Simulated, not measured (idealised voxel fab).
process module | voxel capacitor over wiring
cross-section cut | 235 nm wide | cells 5 nm
A cross-section is a grid of square cells, given in bands from the top down. A band is one or more rows of cells.
Each band's line starts with the height of the band's top and of its bottom, in nm. Then come its materials from left to right, each with its width in nm. One material with "throughout" fills the band from edge to edge. "air" is empty space.
Height 0 is the level under which the wafer as received is all one material. The lowest band goes on downwards, as in "0 down".
A width such as "30 to 40" changes by the same amount from each row of cells to the next, from the band's top row to its bottom row.
"no change" after a step means that no cell of the cross-section changed.
closed voids: empty space of 8 cells or more with no open way to the top, each as width x height at its distance from the left edge, in nm
after a step's settings: what the simulator itself notes on the step
overlay nm, on a step with a mask: how far to the right of its planned place the mask lay; to the left if negative
plan
1 op RECEIVE | material Si
2 op CONFORMAL_DEP | material SiO2 | thk nm 10
3 op DIRECTIONAL_DEP | material TiN | thk nm 5
4 op DIRECTIONAL_DEP | material Ru | thk nm 20
5 op MASKED_ETCH | tone cover | mask id METAL_1 | width nm 25 | pitch nm 75 | etch materials Ru | depth nm 20 | overlay nm 0
6 op MASKED_ETCH | tone cover | mask id METAL_1 | width nm 25 | pitch nm 75 | etch materials TiN | depth nm 5 | overlay nm 0
7 op FILL_DEP | material lowk | thk nm 5
8 op CMP | height nm 35
9 op CONFORMAL_DEP | material SiCN | thk nm 5
10 op DIRECTIONAL_DEP | material SiO2 | thk nm 10
11 op PATTERN | tone open | mask id PLUG_1 | material resist | width nm 15 | thk nm 20 | overlay nm 0
12 op DIRECTIONAL_ETCH | etch materials SiO2 | depth nm 10
13 op DIRECTIONAL_ETCH | etch materials SiCN | depth nm 5
14 op STRIP | etch materials resist
15 op CONFORMAL_DEP | material TiN | thk nm 5
16 op FILL_DEP | material Ru | thk nm 5
17 op CMP | height nm 50
18 op DIRECTIONAL_DEP | material TiN | thk nm 10
19 op DIRECTIONAL_DEP | material SiN | thk nm 5
20 op DIRECTIONAL_DEP | material TiN | thk nm 10
21 op MASKED_ETCH | tone cover | mask id UPPER_PLATE | width nm 55 | etch materials TiN | depth nm 10 | overlay nm 0
22 op MASKED_ETCH | tone cover | mask id UPPER_PLATE | width nm 55 | etch materials SiN | depth nm 5 | overlay nm 0
23 op PATTERN | tone cover | mask id LOWER_PLATE | material resist | width nm 65 | thk nm 20 | overlay nm 0
24 op DIRECTIONAL_ETCH | etch materials TiN | depth nm 10
25 op STRIP | etch materials resist
26 op FILL_DEP | material SiO2 | thk nm 15
27 op CMP | height nm 85
28 op PATTERN | tone open | mask id PLUG_2 | material resist | width nm 15 | thk nm 15 | overlay nm 0
29 op DIRECTIONAL_ETCH | etch materials SiO2 | depth nm 10
30 op STRIP | etch materials resist
31 op CONFORMAL_DEP | material TiN | thk nm 5
32 op FILL_DEP | material Ru | thk nm 5
33 op CMP | height nm 85
34 op CONFORMAL_DEP | material SiN | thk nm 5
as received, after step 1
  0 down: Si throughout
  closed voids: none
first wafer at the end, as planned
  90 to 85: SiN throughout
  85 to 80: SiO2 85 | TiN 5 | Ru 5 | TiN 5 | SiO2 135
  80 to 75: SiO2 85 | TiN 15 | SiO2 135
  75 to 65: SiO2 75 | TiN 55 | SiO2 105
  65 to 60: SiO2 75 | SiN 55 | SiO2 105
  60 to 50: SiO2 70 | TiN 65 | SiO2 100
  50 to 40: SiO2 75 | TiN 5 | Ru 5 | TiN 5 | SiO2 145
  40 to 35: SiCN 75 | TiN 15 | SiCN 145
  35 to 15: lowk 65 | Ru 25 | lowk 50 | Ru 25 | lowk 70
  15 to 10: lowk 65 | TiN 25 | lowk 50 | TiN 25 | lowk 70
  10 to 0: SiO2 throughout
  0 down: Si throughout
  closed voids: none
second wafer at the end: like start, like plan, one mistake
  90 to 85: SiN throughout
  85 to 80: SiO2 85 | TiN 5 | Ru 5 | TiN 5 | SiO2 135
  80 to 75: SiO2 85 | TiN 15 | SiO2 135
  75 to 65: SiO2 75 | TiN 55 | SiO2 105
  65 to 60: SiO2 75 | SiN 55 | SiO2 105
  60 to 50: SiO2 70 | TiN 65 | SiO2 100
  50 to 40: SiO2 75 | TiN 5 | Ru 5 | TiN 5 | SiO2 145
  40 to 35: SiCN 75 | TiN 15 | SiCN 145
  35 to 15: lowk 65 | Ru 25 | lowk 50 | Ru 25 | lowk 70
  15 to 10: lowk 65 | TiN 25 | lowk 50 | TiN 25 | lowk 70
  10 to 0: TiN throughout
  0 down: Si throughout
  closed voids: none
what went wrong: step 2 ran as: op CONFORMAL_DEP | material TiN | thk nm 10
at the end the second wafer has, in cells: 94 fewer of SiO2 | 94 more of TiN
